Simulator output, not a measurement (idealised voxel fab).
This section sets out a process module, namely voxel lift off.
Cross-sectional view cut (width: 175 nm; square cell size: 5 nm).
In what follows, cross-sections appear as grids of square cells, described through bands that run from the top down, where every band is one or more rows of cells.
Top, bottom (nm), then materials left to right with widths (nm); lone material tagged "everywhere" fills the whole band edge to edge; "empty" = empty space.
Counting heights begins at 0, where everything beneath is, in the wafer as received, one material. The lowest band has no bottom; it goes on downwards, as "0 and below" shows.
Read "30 to 40" as a graded width: first number on top, second number at the bottom, same change between each pair of neighbouring rows.
For the purposes of this document, the phrase "nothing different" attached to a step denotes that no cell within the cross-section was modified by that step.
Each empty space that has no open way to the top and spans at least 8 cells appears under "Enclosed void inventory" as width x height at distance, the distance counted from the left edge, all in nm.
Note: text after step settings on the step line = simulator remark on that step.
For masked steps, "overlay nm" on the step line gives how far right of plan the mask actually lay; a minus sign means it lay to the left.
# Process steps (planned)
1 RECEIVE | material Si
2 CONFORMAL_DEP | material SiO2 | thk nm 15
3 PATTERN | tone open | mask id LINES | material resist | width nm 30 | pitch nm 45 | thk nm 30 | overlay nm 0
4 DIRECTIONAL_DEP | material Ru | thk nm 15
5 STRIP | etch materials resist
6 CONFORMAL_DEP | material SiO2 | thk nm 5
# As-received state of the wafer in cross-section, equivalent to post-step 1
* 0 and below | Si everywhere
* Enclosed void inventory: none
# The plan above was carried out on the starting structure above with one mistake, and this cross-section shows the wafer at the end of the module
* 50 down to 45 | 45 empty, 40 SiO2, 5 empty, 40 SiO2, 45 empty
* 45 down to 35 | 45 empty, 5 SiO2, 30 Ru, 5 SiO2, 5 empty, 5 SiO2, 30 Ru, 5 SiO2, 45 empty
* 35 down to 30 | 50 SiO2, 30 Ru, 15 SiO2, 30 Ru, 50 SiO2
* 30 down to 0 | SiO2 everywhere
* 0 and below | Si everywhere
* Enclosed void inventory: none
So what did we get wrong on this run? step 2 was run twice
